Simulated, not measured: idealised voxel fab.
Process module name: voxel trench capacitor
The cross-section shown here is cut; it is 205 nm wide and divided into square cells measuring 5 nm on a side.
In this document a cross-section is written as a grid of square cells. It is given as a series of bands, listed from the top down, and a band is one or more rows of cells.
Heights first: top, then bottom, in nm. Then materials, left to right, each with a width in nm. "full width" on a single material: fills the band edge to edge. "blank": empty space.
Height 0 is the level under which the wafer as received is all one material. The lowest band goes on downwards, as in "0 and below".
Read "30 to 40" as a graded width: first number on top, second number at the bottom, same change between each pair of neighbouring rows.
For the purposes of this document, the phrase "nothing was modified" attached to a step denotes that no cell within the cross-section was modified by that step.
If an empty space has no open way to the top and is at least 8 cells in size, "Tabulated closed voids" lists it, written width x height at distance, where distance is measured from the left edge and every value is in nm.
Whatever follows a step's settings on its line is a remark the simulator itself makes about that step.
The setting "overlay nm" may be written on the line of a step. When the step uses a mask, the value reports how far to the right of the planned place the mask lay, and a negative value reports that it lay to the left.

Process steps (planned)
1,RECEIVE with material Si
2,CONFORMAL_DEP with material SiN, thk nm 10
3,MASKED_ETCH with tone open, mask id TRENCH, width nm 25, pitch nm 45, etch materials SiN, depth nm 10, overlay nm 0
4,MASKED_ETCH with tone open, mask id TRENCH, width nm 25, pitch nm 45, etch materials Si, depth nm 25, overlay nm 0
5,CONFORMAL_DEP with material Al2O3, thk nm 5
6,FILL_DEP with material polySi, thk nm 5
7,CMP with height nm 10

On the first of the two wafers: run conducted according to plan

As received (post step 1): cross-section
- 0 and below: Si full width
- Tabulated closed voids: none

Wafer after step 2 (cross-section)
- 10 down to 0: SiN full width
- Everything under 0 stays put, no change at all.

Wafer after step 3 (cross-section)
- 10 down to 0: SiN (65), blank (25), SiN (20), blank (25), SiN (70)
- Everything under 0 stays put, no change at all.

Wafer after step 4 (cross-section)
- 10 down to 0: SiN (65), blank (25), SiN (20), blank (25), SiN (70)
- 0 down to -25: Si (65), blank (25), Si (20), blank (25), Si (70)
- Everything under -25 stays put, no change at all.

Wafer after step 5 (cross-section)
- 15 down to 10: Al2O3 (70), blank (15), Al2O3 (30), blank (15), Al2O3 (75)
- 10 down to 0: SiN (65), Al2O3 (5), blank (15), Al2O3 (5), SiN (20), Al2O3 (5), blank (15), Al2O3 (5), SiN (70)
- 0 down to -20: Si (65), Al2O3 (5), blank (15), Al2O3 (5), Si (20), Al2O3 (5), blank (15), Al2O3 (5), Si (70)
- -20 down to -25: Si (65), Al2O3 (25), Si (20), Al2O3 (25), Si (70)
- Everything under -25 stays put, no change at all.

Wafer after step 6 (cross-section)
- 20 down to 15: polySi full width
- 15 down to 10: Al2O3 (70), polySi (15), Al2O3 (30), polySi (15), Al2O3 (75)
- 10 down to 0: SiN (65), Al2O3 (5), polySi (15), Al2O3 (5), SiN (20), Al2O3 (5), polySi (15), Al2O3 (5), SiN (70)
- 0 down to -20: Si (65), Al2O3 (5), polySi (15), Al2O3 (5), Si (20), Al2O3 (5), polySi (15), Al2O3 (5), Si (70)
- Everything under -20 stays put, no change at all.

Wafer after step 7 (cross-section)
- 10 down to 0: SiN (65), Al2O3 (5), polySi (15), Al2O3 (5), SiN (20), Al2O3 (5), polySi (15), Al2O3 (5), SiN (70)
- Everything under 0 stays put, no change at all.

Here the second wafer is described. Its start and its plan were those of the first wafer. Its run contained one mistake. Up to and including step 4, it did exactly what the first wafer did

Cross-section of the second wafer corresponding to the planned conclusion of step 5
- 15 down to 0: SiN (70), blank (15), SiN (30), blank (15), SiN (75)
- 0 down to -20: Si (65), SiN (5), blank (15), SiN (5), Si (20), SiN (5), blank (15), SiN (5), Si (70)
- -20 down to -25: Si (65), SiN (25), Si (20), SiN (25), Si (70)
- Everything under -25 stays put, no change at all.

Cross-section of the second wafer corresponding to the planned conclusion of step 6
- 20 down to 15: polySi full width
- 15 down to 0: SiN (70), polySi (15), SiN (30), polySi (15), SiN (75)
- 0 down to -20: Si (65), SiN (5), polySi (15), SiN (5), Si (20), SiN (5), polySi (15), SiN (5), Si (70)
- Everything under -20 stays put, no change at all.

Cross-section of the second wafer corresponding to the planned conclusion of step 7
- 10 down to 0: SiN (70), polySi (15), SiN (30), polySi (15), SiN (75)
- Everything under 0 stays put, no change at all.
Deviation noted in wafer processing: step 5 did not happen as planned, as run it was CONFORMAL_DEP with material SiN, thk nm 5
Upon completion, the second wafer contains, in terms of cells, a greater or smaller amount of certain materials than the first wafer: Al2O3 -34 | SiN +34
